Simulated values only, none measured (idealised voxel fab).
Process module in this document: voxel wiring stack
Pictured: cross-section cut, 165 nm wide, on a grid of 5 nm square cells.
Notation: cross-section as square-cell grid; stated in bands, top first, going down; one or more cell rows per band. Quick guide to a band line: top height, bottom height (nm) up front; then every material left to right with its width in nm. Only one material and it's marked "throughout"? Then it fills the band edge to edge. And "blank" just means empty space. Height datum 0, below which the as-received substrate wafer is one material. Lowest band open at the bottom, running downward: "0 -> down". Note: "30..40" means the width goes from the first number (top row of the band) to the second number (bottom row) in equal steps per row of cells. Step marked "nothing got changed"? Then no cell in the cross-section changed in it. Listed in "Sealed cavities": every empty space of 8 or more cells without an open way to the top. Form: width x height at distance, the distance being from the left edge, all in nm. The remark found on a step's line after its settings is issued by the simulator itself and pertains to that step. For masked steps, "overlay nm" on the step line gives how far right of plan the mask actually lay; a minus sign means it lay to the left. Note: before/after cross-section pairs follow, one process step per pair, after-side truncated at the lowest changed band, step and settings given beneath. Different runs of this module on the same starting wafer may supply the pairs; a pair continues the one above only where the "Geometry before processing" entry says so.

Geometry before processing:
	0 -> down = Si throughout
	Sealed cavities: none

Post-Process Section:
	10 -> 0 = SiO2 throughout
	Whatever lies below 0 is exactly as it was before.
	Sealed cavities: none
Process step separating the two views above: CONFORMAL_DEP | material SiO2 | thk nm 10

Geometry before processing: the cross-section after the pair above

Post-Process Section:
	15 -> 10 = TiN throughout
	Whatever lies below 10 is exactly as it was before.
	Sealed cavities: none
Process step separating the two views above: DIRECTIONAL_DEP | material TiN | thk nm 5

Geometry before processing: the cross-section after the pair above

Post-Process Section:
	40 -> 15 = W throughout
	Whatever lies below 15 is exactly as it was before.
	Sealed cavities: none
Process step separating the two views above: DIRECTIONAL_DEP | material W | thk nm 25

Geometry before processing: the cross-section after the pair above

Post-Process Section:
	50 -> 40 = aC throughout
	Whatever lies below 40 is exactly as it was before.
	Sealed cavities: none
Process step separating the two views above: DIRECTIONAL_DEP | material aC | thk nm 10

Geometry before processing: the cross-section after the pair above

Post-Process Section:
	75 -> 50 = blank (20); resist (20); blank (15); resist (20); blank (15); resist (20); blank (15); resist (20); blank (20)
	Whatever lies below 50 is exactly as it was before.
	Sealed cavities: none
Process step separating the two views above: PATTERN | tone cover | mask id METAL_1 | material resist | width nm 20 | pitch nm 35 | thk nm 25 | overlay nm 0

Geometry before processing: the cross-section after the pair above

Post-Process Section:
	65 -> 50 = blank (20); resist (20); blank (15); resist (20); blank (15); resist (20); blank (15); resist (20); blank (20)
	50 -> 40 = blank (20); aC (20); blank (15); aC (20); blank (15); aC (20); blank (15); aC (20); blank (20)
	Whatever lies below 40 is exactly as it was before.
	Sealed cavities: none
Process step separating the two views above: DIRECTIONAL_ETCH | etch materials aC | depth nm 10

Geometry before processing: the cross-section after the pair above

Post-Process Section:
	50 -> 40 = blank (20); aC (20); blank (15); aC (20); blank (15); aC (20); blank (15); aC (20); blank (20)
	Whatever lies below 40 is exactly as it was before.
	Sealed cavities: none
Process step separating the two views above: STRIP | etch materials resist

Geometry before processing: the cross-section after the pair above

Post-Process Section:
	50 -> 40 = blank (20); aC (20); blank (15); aC (20); blank (15); aC (20); blank (15); aC (20); blank (20)
	40 -> 15 = blank (20); W (20); blank (15); W (20); blank (15); W (20); blank (15); W (20); blank (20)
	Whatever lies below 15 is exactly as it was before.
	Sealed cavities: none
Process step separating the two views above: DIRECTIONAL_ETCH | etch materials W | depth nm 25

Geometry before processing: the cross-section after the pair above

Post-Process Section:
	50 -> 40 = blank (20); aC (20); blank (15); aC (20); blank (15); aC (20); blank (15); aC (20); blank (20)
	40 -> 15 = blank (20); W (20); blank (15); W (20); blank (15); W (20); blank (15); W (20); blank (20)
	15 -> 10 = blank (20); TiN (20); blank (15); TiN (20); blank (15); TiN (20); blank (15); TiN (20); blank (20)
	Whatever lies below 10 is exactly as it was before.
	Sealed cavities: none
Process step separating the two views above: DIRECTIONAL_ETCH | etch materials TiN | depth nm 5

Geometry before processing: the cross-section after the pair above

Post-Process Section:
	40 -> 15 = blank (20); W (20); blank (15); W (20); blank (15); W (20); blank (15); W (20); blank (20)
	Whatever lies below 15 is exactly as it was before.
	Sealed cavities: none
Process step separating the two views above: STRIP | etch materials aC

Geometry before processing: the cross-section after the pair above

Post-Process Section:
	45 -> 40 = blank (15); SiN (30); blank (5); SiN (30); blank (5); SiN (30); blank (5); SiN (30); blank (15)
	40 -> 15 = blank (15); SiN (5); W (20); SiN (5); blank (5); SiN (5); W (20); SiN (5); blank (5); SiN (5); W (20); SiN (5); blank (5); SiN (5); W (20); SiN (5); blank (15)
	15 -> 10 = SiN (20); TiN (20); SiN (15); TiN (20); SiN (15); TiN (20); SiN (15); TiN (20); SiN (20)
	Whatever lies below 10 is exactly as it was before.
	Sealed cavities: none
Process step separating the two views above: CONFORMAL_DEP | material SiN | thk nm 5

Geometry before processing: the cross-section after the pair above

Post-Process Section:
	55 -> 45 = lowk throughout
	45 -> 40 = lowk (15); SiN (30); lowk (5); SiN (30); lowk (5); SiN (30); lowk (5); SiN (30); lowk (15)
	40 -> 15 = lowk (15); SiN (5); W (20); SiN (5); lowk (5); SiN (5); W (20); SiN (5); lowk (5); SiN (5); W (20); SiN (5); lowk (5); SiN (5); W (20); SiN (5); lowk (15)
	Whatever lies below 15 is exactly as it was before.
	Sealed cavities: none
Process step separating the two views above: FILL_DEP | material lowk | thk nm 10

Geometry before processing: the cross-section after the pair above

Post-Process Section:
	40 -> 15 = lowk (15); SiN (5); W (20); SiN (5); lowk (5); SiN (5); W (20); SiN (5); lowk (5); SiN (5); W (20); SiN (5); lowk (5); SiN (5); W (20); SiN (5); lowk (15)
	Whatever lies below 15 is exactly as it was before.
	Sealed cavities: none
Process step separating the two views above: CMP | height nm 40

Geometry before processing: the cross-section after the pair above

Post-Process Section:
	45 -> 40 = SiCN throughout
	Whatever lies below 40 is exactly as it was before.
	Sealed cavities: none
Process step separating the two views above: CONFORMAL_DEP | material SiCN | thk nm 5

Geometry before processing: the cross-section after the pair above

Post-Process Section:
	60 -> 45 = SiO2 throughout
	Whatever lies below 45 is exactly as it was before.
	Sealed cavities: none
Process step separating the two views above: DIRECTIONAL_DEP | material SiO2 | thk nm 15

Geometry before processing: the cross-section after the pair above

Post-Process Section:
	75 -> 60 = resist (20); blank (15); resist (55); blank (15); resist (60)
	Whatever lies below 60 is exactly as it was before.
	Sealed cavities: none
Process step separating the two views above: PATTERN | tone open | mask id PLUG_1 | material resist | width nm 15 | pitch nm 70 | thk nm 15 | overlay nm 0

Geometry before processing: the cross-section after the pair above

Post-Process Section:
	75 -> 60 = resist (20); blank (15); resist (55); blank (15); resist (60)
	60 -> 45 = SiO2 (20); blank (15); SiO2 (55); blank (15); SiO2 (60)
	Whatever lies below 45 is exactly as it was before.
	Sealed cavities: none
Process step separating the two views above: DIRECTIONAL_ETCH | etch materials SiO2 | depth nm 15

Geometry before processing: the cross-section after the pair above

Post-Process Section:
	75 -> 60 = resist (20); blank (15); resist (55); blank (15); resist (60)
	60 -> 45 = SiO2 (20); blank (15); SiO2 (55); blank (15); SiO2 (60)
	45 -> 40 = SiCN (20); blank (15); SiCN (55); blank (15); SiCN (60)
	Whatever lies below 40 is exactly as it was before.
	Sealed cavities: none
Process step separating the two views above: DIRECTIONAL_ETCH | etch materials SiCN | depth nm 5

Geometry before processing: the cross-section after the pair above

Post-Process Section:
	60 -> 45 = SiO2 (20); blank (15); SiO2 (55); blank (15); SiO2 (60)
	Whatever lies below 45 is exactly as it was before.
	Sealed cavities: none
Process step separating the two views above: STRIP | etch materials resist

Geometry before processing: the cross-section after the pair above

Post-Process Section:
	65 -> 60 = TiN (25); blank (5); TiN (65); blank (5); TiN (65)
	60 -> 45 = SiO2 (20); TiN (5); blank (5); TiN (5); SiO2 (55); TiN (5); blank (5); TiN (5); SiO2 (60)
	45 -> 40 = SiCN (20); TiN (15); SiCN (55); TiN (15); SiCN (60)
	Whatever lies below 40 is exactly as it was before.
	Sealed cavities: none
Process step separating the two views above: CONFORMAL_DEP | material TiN | thk nm 5

Geometry before processing: the cross-section after the pair above

Post-Process Section:
	70 -> 65 = Cu throughout
	65 -> 60 = TiN (25); Cu (5); TiN (65); Cu (5); TiN (65)
	60 -> 45 = SiO2 (20); TiN (5); Cu (5); TiN (5); SiO2 (55); TiN (5); Cu (5); TiN (5); SiO2 (60)
	Whatever lies below 45 is exactly as it was before.
	Sealed cavities: none
Process step separating the two views above: FILL_DEP | material Cu | thk nm 5

Geometry before processing: the cross-section after the pair above

Post-Process Section:
	60 -> 45 = SiO2 (20); TiN (5); Cu (5); TiN (5); SiO2 (55); TiN (5); Cu (5); TiN (5); SiO2 (60)
	Whatever lies below 45 is exactly as it was before.
	Sealed cavities: none
Process step separating the two views above: CMP | height nm 60

Geometry before processing: the cross-section after the pair above

Post-Process Section:
	65 -> 60 = TiN throughout
	Whatever lies below 60 is exactly as it was before.
	Sealed cavities: none
Process step separating the two views above: DIRECTIONAL_DEP | material TiN | thk nm 5

Geometry before processing: the cross-section after the pair above

Post-Process Section:
	90 -> 65 = Ru throughout
	Whatever lies below 65 is exactly as it was before.
	Sealed cavities: none
Process step separating the two views above: DIRECTIONAL_DEP | material Ru | thk nm 25

Geometry before processing: the cross-section after the pair above

Post-Process Section:
	110 -> 90 = blank (20); resist (20); blank (15); resist (20); blank (15); resist (20); blank (15); resist (20); blank (20)
	Whatever lies below 90 is exactly as it was before.
	Sealed cavities: none
Process step separating the two views above: PATTERN | tone cover | mask id METAL_2 | material resist | width nm 20 | pitch nm 35 | thk nm 20 | overlay nm 0

Geometry before processing: the cross-section after the pair above

Post-Process Section:
	110 -> 90 = blank (20); resist (20); blank (15); resist (20); blank (15); resist (20); blank (15); resist (20); blank (20)
	90 -> 65 = blank (20); Ru (20); blank (15); Ru (20); blank (15); Ru (20); blank (15); Ru (20); blank (20)
	Whatever lies below 65 is exactly as it was before.
	Sealed cavities: none
Process step separating the two views above: DIRECTIONAL_ETCH | etch materials Ru | depth nm 25

Geometry before processing: the cross-section after the pair above

Post-Process Section:
	110 -> 90 = blank (20); resist (20); blank (15); resist (20); blank (15); resist (20); blank (15); resist (20); blank (20)
	90 -> 65 = blank (20); Ru (20); blank (15); Ru (20); blank (15); Ru (20); blank (15); Ru (20); blank (20)
	65 -> 60 = blank (20); TiN (20); blank (15); TiN (20); blank (15); TiN (20); blank (15); TiN (20); blank (20)
	Whatever lies below 60 is exactly as it was before.
	Sealed cavities: none
Process step separating the two views above: DIRECTIONAL_ETCH | etch materials TiN | depth nm 5

Geometry before processing: the cross-section after the pair above

Post-Process Section:
	90 -> 65 = blank (20); Ru (20); blank (15); Ru (20); blank (15); Ru (20); blank (15); Ru (20); blank (20)
	Whatever lies below 65 is exactly as it was before.
	Sealed cavities: none
Process step separating the two views above: STRIP | etch materials resist

Geometry before processing: the cross-section after the pair above

Post-Process Section:
	95 -> 90 = SiO2 throughout
	90 -> 65 = SiO2 (20); Ru (20); SiO2 (15); Ru (20); SiO2 (15); Ru (20); SiO2 (15); Ru (20); SiO2 (20)
	65 -> 60 = SiO2 (20); TiN (20); SiO2 (15); TiN (20); SiO2 (15); TiN (20); SiO2 (15); TiN (20); SiO2 (20)
	Whatever lies below 60 is exactly as it was before.
	Sealed cavities: none
Process step separating the two views above: FILL_DEP | material SiO2 | thk nm 5

Geometry before processing: the cross-section after the pair above

Post-Process Section:
	90 -> 65 = SiO2 (20); Ru (20); SiO2 (15); Ru (20); SiO2 (15); Ru (20); SiO2 (15); Ru (20); SiO2 (20)
	Whatever lies below 65 is exactly as it was before.
	Sealed cavities: none
Process step separating the two views above: CMP | height nm 90

Geometry before processing: the cross-section after the pair above

Post-Process Section:
	95 -> 90 = SiN throughout
	Whatever lies below 90 is exactly as it was before.
	Sealed cavities: none
Process step separating the two views above: CONFORMAL_DEP | material SiN | thk nm 5

Geometry before processing:
	55 -> 45 = lowk throughout
	45 -> 40 = lowk (15); SiN (30); lowk (5); SiN (30); lowk (5); SiN (30); lowk (5); SiN (30); lowk (15)
	40 -> 15 = lowk (15); SiN (5); W (20); SiN (5); lowk (5); SiN (5); W (20); SiN (5); lowk (5); SiN (5); W (20); SiN (5); lowk (5); SiN (5); W (20); SiN (5); lowk (15)
	15 -> 10 = SiN (20); TiN (20); SiN (15); TiN (20); SiN (15); TiN (20); SiN (15); TiN (20); SiN (20)
	10 -> 0 = SiO2 throughout
	0 -> down = Si throughout
	Sealed cavities: none

Post-Process Section:
	60 -> 55 = SiCN throughout
	Whatever lies below 55 is exactly as it was before.
	Sealed cavities: none
Process step separating the two views above: CONFORMAL_DEP | material SiCN | thk nm 5

Geometry before processing: the cross-section after the pair above

Post-Process Section:
	75 -> 60 = SiO2 throughout
	Whatever lies below 60 is exactly as it was before.
	Sealed cavities: none
Process step separating the two views above: DIRECTIONAL_DEP | material SiO2 | thk nm 15

Geometry before processing: the cross-section after the pair above

Post-Process Section:
	90 -> 75 = resist (20); blank (15); resist (55); blank (15); resist (60)
	Whatever lies below 75 is exactly as it was before.
	Sealed cavities: none
Process step separating the two views above: PATTERN | tone open | mask id PLUG_1 | material resist | width nm 15 | pitch nm 70 | thk nm 15 | overlay nm 0

Geometry before processing: the cross-section after the pair above

Post-Process Section:
	90 -> 75 = resist (20); blank (15); resist (55); blank (15); resist (60)
	75 -> 60 = SiO2 (20); blank (15); SiO2 (55); blank (15); SiO2 (60)
	Whatever lies below 60 is exactly as it was before.
	Sealed cavities: none
Process step separating the two views above: DIRECTIONAL_ETCH | etch materials SiO2 | depth nm 15

Geometry before processing: the cross-section after the pair above

Post-Process Section:
	90 -> 75 = resist (20); blank (15); resist (55); blank (15); resist (60)
	75 -> 60 = SiO2 (20); blank (15); SiO2 (55); blank (15); SiO2 (60)
	60 -> 55 = SiCN (20); blank (15); SiCN (55); blank (15); SiCN (60)
	Whatever lies below 55 is exactly as it was before.
	Sealed cavities: none
Process step separating the two views above: DIRECTIONAL_ETCH | etch materials SiCN | depth nm 5

Geometry before processing: the cross-section after the pair above

Post-Process Section:
	75 -> 60 = SiO2 (20); blank (15); SiO2 (55); blank (15); SiO2 (60)
	Whatever lies below 60 is exactly as it was before.
	Sealed cavities: none
Process step separating the two views above: STRIP | etch materials resist

Geometry before processing: the cross-section after the pair above

Post-Process Section:
	80 -> 75 = TiN (25); blank (5); TiN (65); blank (5); TiN (65)
	75 -> 60 = SiO2 (20); TiN (5); blank (5); TiN (5); SiO2 (55); TiN (5); blank (5); TiN (5); SiO2 (60)
	60 -> 55 = SiCN (20); TiN (15); SiCN (55); TiN (15); SiCN (60)
	Whatever lies below 55 is exactly as it was before.
	Sealed cavities: none
Process step separating the two views above: CONFORMAL_DEP | material TiN | thk nm 5

Geometry before processing: the cross-section after the pair above

Post-Process Section:
	85 -> 80 = Cu throughout
	80 -> 75 = TiN (25); Cu (5); TiN (65); Cu (5); TiN (65)
	75 -> 60 = SiO2 (20); TiN (5); Cu (5); TiN (5); SiO2 (55); TiN (5); Cu (5); TiN (5); SiO2 (60)
	Whatever lies below 60 is exactly as it was before.
	Sealed cavities: none
Process step separating the two views above: FILL_DEP | material Cu | thk nm 5

Geometry before processing: the cross-section after the pair above

Post-Process Section:
	60 -> 55 = SiCN (20); TiN (15); SiCN (55); TiN (15); SiCN (60)
	Whatever lies below 55 is exactly as it was before.
	Sealed cavities: none
Process step separating the two views above: CMP | height nm 60

Geometry before processing: the cross-section after the pair above

Post-Process Section:
	65 -> 60 = TiN throughout
	Whatever lies below 60 is exactly as it was before.
	Sealed cavities: none
Process step separating the two views above: DIRECTIONAL_DEP | material TiN | thk nm 5

Geometry before processing: the cross-section after the pair above

Post-Process Section:
	90 -> 65 = Ru throughout
	Whatever lies below 65 is exactly as it was before.
	Sealed cavities: none
Process step separating the two views above: DIRECTIONAL_DEP | material Ru | thk nm 25

Geometry before processing: the cross-section after the pair above

Post-Process Section:
	110 -> 90 = blank (20); resist (20); blank (15); resist (20); blank (15); resist (20); blank (15); resist (20); blank (20)
	Whatever lies below 90 is exactly as it was before.
	Sealed cavities: none
Process step separating the two views above: PATTERN | tone cover | mask id METAL_2 | material resist | width nm 20 | pitch nm 35 | thk nm 20 | overlay nm 0

Geometry before processing: the cross-section after the pair above

Post-Process Section:
	110 -> 90 = blank (20); resist (20); blank (15); resist (20); blank (15); resist (20); blank (15); resist (20); blank (20)
	90 -> 65 = blank (20); Ru (20); blank (15); Ru (20); blank (15); Ru (20); blank (15); Ru (20); blank (20)
	Whatever lies below 65 is exactly as it was before.
	Sealed cavities: none
Process step separating the two views above: DIRECTIONAL_ETCH | etch materials Ru | depth nm 25

Geometry before processing: the cross-section after the pair above

Post-Process Section:
	110 -> 90 = blank (20); resist (20); blank (15); resist (20); blank (15); resist (20); blank (15); resist (20); blank (20)
	90 -> 65 = blank (20); Ru (20); blank (15); Ru (20); blank (15); Ru (20); blank (15); Ru (20); blank (20)
	65 -> 60 = blank (20); TiN (20); blank (15); TiN (20); blank (15); TiN (20); blank (15); TiN (20); blank (20)
	Whatever lies below 60 is exactly as it was before.
	Sealed cavities: none
Process step separating the two views above: DIRECTIONAL_ETCH | etch materials TiN | depth nm 5

Geometry before processing: the cross-section after the pair above

Post-Process Section:
	90 -> 65 = blank (20); Ru (20); blank (15); Ru (20); blank (15); Ru (20); blank (15); Ru (20); blank (20)
	Whatever lies below 65 is exactly as it was before.
	Sealed cavities: none
Process step separating the two views above: STRIP | etch materials resist

Geometry before processing: the cross-section after the pair above

Post-Process Section:
	95 -> 90 = SiO2 throughout
	90 -> 65 = SiO2 (20); Ru (20); SiO2 (15); Ru (20); SiO2 (15); Ru (20); SiO2 (15); Ru (20); SiO2 (20)
	65 -> 60 = SiO2 (20); TiN (20); SiO2 (15); TiN (20); SiO2 (15); TiN (20); SiO2 (15); TiN (20); SiO2 (20)
	Whatever lies below 60 is exactly as it was before.
	Sealed cavities: none
Process step separating the two views above: FILL_DEP | material SiO2 | thk nm 5

Geometry before processing: the cross-section after the pair above

Post-Process Section:
	90 -> 65 = SiO2 (20); Ru (20); SiO2 (15); Ru (20); SiO2 (15); Ru (20); SiO2 (15); Ru (20); SiO2 (20)
	Whatever lies below 65 is exactly as it was before.
	Sealed cavities: none
Process step separating the two views above: CMP | height nm 90

Geometry before processing: the cross-section after the pair above

Post-Process Section:
	95 -> 90 = SiN throughout
	Whatever lies below 90 is exactly as it was before.
	Sealed cavities: none
Process step separating the two views above: CONFORMAL_DEP | material SiN | thk nm 5

Geometry before processing:
	40 -> 15 = lowk (15); SiN (5); W (20); SiN (5); lowk (5); SiN (5); W (20); SiN (5); lowk (5); SiN (5); W (20); SiN (5); lowk (5); SiN (5); W (20); SiN (5); lowk (15)
	15 -> 10 = SiN (20); TiN (20); SiN (15); TiN (20); SiN (15); TiN (20); SiN (15); TiN (20); SiN (20)
	10 -> 0 = SiO2 throughout
	0 -> down = Si throughout
	Sealed cavities: none

Post-Process Section:
	55 -> 40 = SiO2 throughout
	Whatever lies below 40 is exactly as it was before.
	Sealed cavities: none
Process step separating the two views above: DIRECTIONAL_DEP | material SiO2 | thk nm 15

Geometry before processing: the cross-section after the pair above

Post-Process Section:
	60 -> 55 = SiCN throughout
	Whatever lies below 55 is exactly as it was before.
	Sealed cavities: none
Process step separating the two views above: CONFORMAL_DEP | material SiCN | thk nm 5

Geometry before processing: the cross-section after the pair above

Post-Process Section:
	75 -> 60 = resist (20); blank (15); resist (55); blank (15); resist (60)
	Whatever lies below 60 is exactly as it was before.
	Sealed cavities: none
Process step separating the two views above: PATTERN | tone open | mask id PLUG_1 | material resist | width nm 15 | pitch nm 70 | thk nm 15 | overlay nm 0

Geometry before processing: the cross-section after the pair above

Post-Process Section:
	75 -> 60 = resist (20); blank (15); resist (55); blank (15); resist (60)
	60 -> 55 = SiCN (20); blank (15); SiCN (55); blank (15); SiCN (60)
	Whatever lies below 55 is exactly as it was before.
	Sealed cavities: none
Process step separating the two views above: DIRECTIONAL_ETCH | etch materials SiCN | depth nm 5

Geometry before processing: the cross-section after the pair above

Post-Process Section:
	60 -> 55 = SiCN (20); blank (15); SiCN (55); blank (15); SiCN (60)
	Whatever lies below 55 is exactly as it was before.
	Sealed cavities: none
Process step separating the two views above: STRIP | etch materials resist

Geometry before processing: the cross-section after the pair above

Post-Process Section:
	65 -> 60 = TiN (25); blank (5); TiN (65); blank (5); TiN (65)
	60 -> 55 = SiCN (20); TiN (15); SiCN (55); TiN (15); SiCN (60)
	Whatever lies below 55 is exactly as it was before.
	Sealed cavities: none
Process step separating the two views above: CONFORMAL_DEP | material TiN | thk nm 5

Geometry before processing: the cross-section after the pair above

Post-Process Section:
	70 -> 65 = Cu throughout
	65 -> 60 = TiN (25); Cu (5); TiN (65); Cu (5); TiN (65)
	Whatever lies below 60 is exactly as it was before.
	Sealed cavities: none
Process step separating the two views above: FILL_DEP | material Cu | thk nm 5

Geometry before processing: the cross-section after the pair above

Post-Process Section:
	60 -> 55 = SiCN (20); TiN (15); SiCN (55); TiN (15); SiCN (60)
	Whatever lies below 55 is exactly as it was before.
	Sealed cavities: none
Process step separating the two views above: CMP | height nm 60

Geometry before processing: the cross-section after the pair above

Post-Process Section:
	65 -> 60 = TiN throughout
	Whatever lies below 60 is exactly as it was before.
	Sealed cavities: none
Process step separating the two views above: DIRECTIONAL_DEP | material TiN | thk nm 5

Geometry before processing: the cross-section after the pair above

Post-Process Section:
	90 -> 65 = Ru throughout
	Whatever lies below 65 is exactly as it was before.
	Sealed cavities: none
Process step separating the two views above: DIRECTIONAL_DEP | material Ru | thk nm 25

Geometry before processing: the cross-section after the pair above

Post-Process Section:
	110 -> 90 = blank (20); resist (20); blank (15); resist (20); blank (15); resist (20); blank (15); resist (20); blank (20)
	Whatever lies below 90 is exactly as it was before.
	Sealed cavities: none
Process step separating the two views above: PATTERN | tone cover | mask id METAL_2 | material resist | width nm 20 | pitch nm 35 | thk nm 20 | overlay nm 0

Geometry before processing: the cross-section after the pair above

Post-Process Section:
	110 -> 90 = blank (20); resist (20); blank (15); resist (20); blank (15); resist (20); blank (15); resist (20); blank (20)
	90 -> 65 = blank (20); Ru (20); blank (15); Ru (20); blank (15); Ru (20); blank (15); Ru (20); blank (20)
	Whatever lies below 65 is exactly as it was before.
	Sealed cavities: none
Process step separating the two views above: DIRECTIONAL_ETCH | etch materials Ru | depth nm 25

Geometry before processing: the cross-section after the pair above

Post-Process Section:
	110 -> 90 = blank (20); resist (20); blank (15); resist (20); blank (15); resist (20); blank (15); resist (20); blank (20)
	90 -> 65 = blank (20); Ru (20); blank (15); Ru (20); blank (15); Ru (20); blank (15); Ru (20); blank (20)
	65 -> 60 = blank (20); TiN (20); blank (15); TiN (20); blank (15); TiN (20); blank (15); TiN (20); blank (20)
	Whatever lies below 60 is exactly as it was before.
	Sealed cavities: none
Process step separating the two views above: DIRECTIONAL_ETCH | etch materials TiN | depth nm 5

Geometry before processing: the cross-section after the pair above

Post-Process Section:
	90 -> 65 = blank (20); Ru (20); blank (15); Ru (20); blank (15); Ru (20); blank (15); Ru (20); blank (20)
	Whatever lies below 65 is exactly as it was before.
	Sealed cavities: none
Process step separating the two views above: STRIP | etch materials resist

Geometry before processing: the cross-section after the pair above

Post-Process Section:
	95 -> 90 = SiO2 throughout
	90 -> 65 = SiO2 (20); Ru (20); SiO2 (15); Ru (20); SiO2 (15); Ru (20); SiO2 (15); Ru (20); SiO2 (20)
	65 -> 60 = SiO2 (20); TiN (20); SiO2 (15); TiN (20); SiO2 (15); TiN (20); SiO2 (15); TiN (20); SiO2 (20)
	Whatever lies below 60 is exactly as it was before.
	Sealed cavities: none
Process step separating the two views above: FILL_DEP | material SiO2 | thk nm 5

Geometry before processing: the cross-section after the pair above

Post-Process Section:
	90 -> 65 = SiO2 (20); Ru (20); SiO2 (15); Ru (20); SiO2 (15); Ru (20); SiO2 (15); Ru (20); SiO2 (20)
	Whatever lies below 65 is exactly as it was before.
	Sealed cavities: none
Process step separating the two views above: CMP | height nm 90

Geometry before processing: the cross-section after the pair above

Post-Process Section:
	95 -> 90 = SiN throughout
	Whatever lies below 90 is exactly as it was before.
	Sealed cavities: none
Process step separating the two views above: CONFORMAL_DEP | material SiN | thk nm 5

Geometry before processing:
	40 -> 15 = lowk (15); SiN (5); W (20); SiN (5); lowk (5); SiN (5); W (20); SiN (5); lowk (5); SiN (5); W (20); SiN (5); lowk (5); SiN (5); W (20); SiN (5); lowk (15)
	15 -> 10 = SiN (20); TiN (20); SiN (15); TiN (20); SiN (15); TiN (20); SiN (15); TiN (20); SiN (20)
	10 -> 0 = SiO2 throughout
	0 -> down = Si throughout
	Sealed cavities: none

Post-Process Section:
	55 -> 40 = SiCN throughout
	Whatever lies below 40 is exactly as it was before.
	Sealed cavities: none
Process step separating the two views above: CONFORMAL_DEP | material SiCN | thk nm 15

Geometry before processing: the cross-section after the pair above

Post-Process Section:
	70 -> 55 = SiO2 throughout
	Whatever lies below 55 is exactly as it was before.
	Sealed cavities: none
Process step separating the two views above: DIRECTIONAL_DEP | material SiO2 | thk nm 15

Geometry before processing: the cross-section after the pair above

Post-Process Section:
	85 -> 70 = resist (20); blank (15); resist (55); blank (15); resist (60)
	Whatever lies below 70 is exactly as it was before.
	Sealed cavities: none
Process step separating the two views above: PATTERN | tone open | mask id PLUG_1 | material resist | width nm 15 | pitch nm 70 | thk nm 15 | overlay nm 0

Geometry before processing: the cross-section after the pair above

Post-Process Section:
	85 -> 70 = resist (20); blank (15); resist (55); blank (15); resist (60)
	70 -> 55 = SiO2 (20); blank (15); SiO2 (55); blank (15); SiO2 (60)
	Whatever lies below 55 is exactly as it was before.
	Sealed cavities: none
Process step separating the two views above: DIRECTIONAL_ETCH | etch materials SiO2 | depth nm 15

Geometry before processing: the cross-section after the pair above

Post-Process Section:
	85 -> 70 = resist (20); blank (15); resist (55); blank (15); resist (60)
	70 -> 55 = SiO2 (20); blank (15); SiO2 (55); blank (15); SiO2 (60)
	55 -> 50 = SiCN (20); blank (15); SiCN (55); blank (15); SiCN (60)
	Whatever lies below 50 is exactly as it was before.
	Sealed cavities: none
Process step separating the two views above: DIRECTIONAL_ETCH | etch materials SiCN | depth nm 5

Geometry before processing: the cross-section after the pair above

Post-Process Section:
	70 -> 55 = SiO2 (20); blank (15); SiO2 (55); blank (15); SiO2 (60)
	Whatever lies below 55 is exactly as it was before.
	Sealed cavities: none
Process step separating the two views above: STRIP | etch materials resist

Geometry before processing: the cross-section after the pair above

Post-Process Section:
	75 -> 70 = TiN (25); blank (5); TiN (65); blank (5); TiN (65)
	70 -> 55 = SiO2 (20); TiN (5); blank (5); TiN (5); SiO2 (55); TiN (5); blank (5); TiN (5); SiO2 (60)
	55 -> 50 = SiCN (20); TiN (15); SiCN (55); TiN (15); SiCN (60)
	Whatever lies below 50 is exactly as it was before.
	Sealed cavities: none
Process step separating the two views above: CONFORMAL_DEP | material TiN | thk nm 5

Geometry before processing: the cross-section after the pair above

Post-Process Section:
	80 -> 75 = Cu throughout
	75 -> 70 = TiN (25); Cu (5); TiN (65); Cu (5); TiN (65)
	70 -> 55 = SiO2 (20); TiN (5); Cu (5); TiN (5); SiO2 (55); TiN (5); Cu (5); TiN (5); SiO2 (60)
	Whatever lies below 55 is exactly as it was before.
	Sealed cavities: none
Process step separating the two views above: FILL_DEP | material Cu | thk nm 5

Geometry before processing: the cross-section after the pair above

Post-Process Section:
	60 -> 55 = SiO2 (20); TiN (5); Cu (5); TiN (5); SiO2 (55); TiN (5); Cu (5); TiN (5); SiO2 (60)
	Whatever lies below 55 is exactly as it was before.
	Sealed cavities: none
Process step separating the two views above: CMP | height nm 60

Geometry before processing: the cross-section after the pair above

Post-Process Section:
	65 -> 60 = TiN throughout
	Whatever lies below 60 is exactly as it was before.
	Sealed cavities: none
Process step separating the two views above: DIRECTIONAL_DEP | material TiN | thk nm 5

Geometry before processing: the cross-section after the pair above

Post-Process Section:
	90 -> 65 = Ru throughout
	Whatever lies below 65 is exactly as it was before.
	Sealed cavities: none
Process step separating the two views above: DIRECTIONAL_DEP | material Ru | thk nm 25

Geometry before processing: the cross-section after the pair above

Post-Process Section:
	110 -> 90 = blank (20); resist (20); blank (15); resist (20); blank (15); resist (20); blank (15); resist (20); blank (20)
	Whatever lies below 90 is exactly as it was before.
	Sealed cavities: none
Process step separating the two views above: PATTERN | tone cover | mask id METAL_2 | material resist | width nm 20 | pitch nm 35 | thk nm 20 | overlay nm 0

Geometry before processing: the cross-section after the pair above

Post-Process Section:
	110 -> 90 = blank (20); resist (20); blank (15); resist (20); blank (15); resist (20); blank (15); resist (20); blank (20)
	90 -> 65 = blank (20); Ru (20); blank (15); Ru (20); blank (15); Ru (20); blank (15); Ru (20); blank (20)
	Whatever lies below 65 is exactly as it was before.
	Sealed cavities: none
Process step separating the two views above: DIRECTIONAL_ETCH | etch materials Ru | depth nm 25

Geometry before processing: the cross-section after the pair above

Post-Process Section:
	110 -> 90 = blank (20); resist (20); blank (15); resist (20); blank (15); resist (20); blank (15); resist (20); blank (20)
	90 -> 65 = blank (20); Ru (20); blank (15); Ru (20); blank (15); Ru (20); blank (15); Ru (20); blank (20)
	65 -> 60 = blank (20); TiN (20); blank (15); TiN (20); blank (15); TiN (20); blank (15); TiN (20); blank (20)
	Whatever lies below 60 is exactly as it was before.
	Sealed cavities: none
Process step separating the two views above: DIRECTIONAL_ETCH | etch materials TiN | depth nm 5

Geometry before processing: the cross-section after the pair above

Post-Process Section:
	90 -> 65 = blank (20); Ru (20); blank (15); Ru (20); blank (15); Ru (20); blank (15); Ru (20); blank (20)
	Whatever lies below 65 is exactly as it was before.
	Sealed cavities: none
Process step separating the two views above: STRIP | etch materials resist

Geometry before processing: the cross-section after the pair above

Post-Process Section:
	95 -> 90 = SiO2 throughout
	90 -> 65 = SiO2 (20); Ru (20); SiO2 (15); Ru (20); SiO2 (15); Ru (20); SiO2 (15); Ru (20); SiO2 (20)
	65 -> 60 = SiO2 (20); TiN (20); SiO2 (15); TiN (20); SiO2 (15); TiN (20); SiO2 (15); TiN (20); SiO2 (20)
	Whatever lies below 60 is exactly as it was before.
	Sealed cavities: none
Process step separating the two views above: FILL_DEP | material SiO2 | thk nm 5
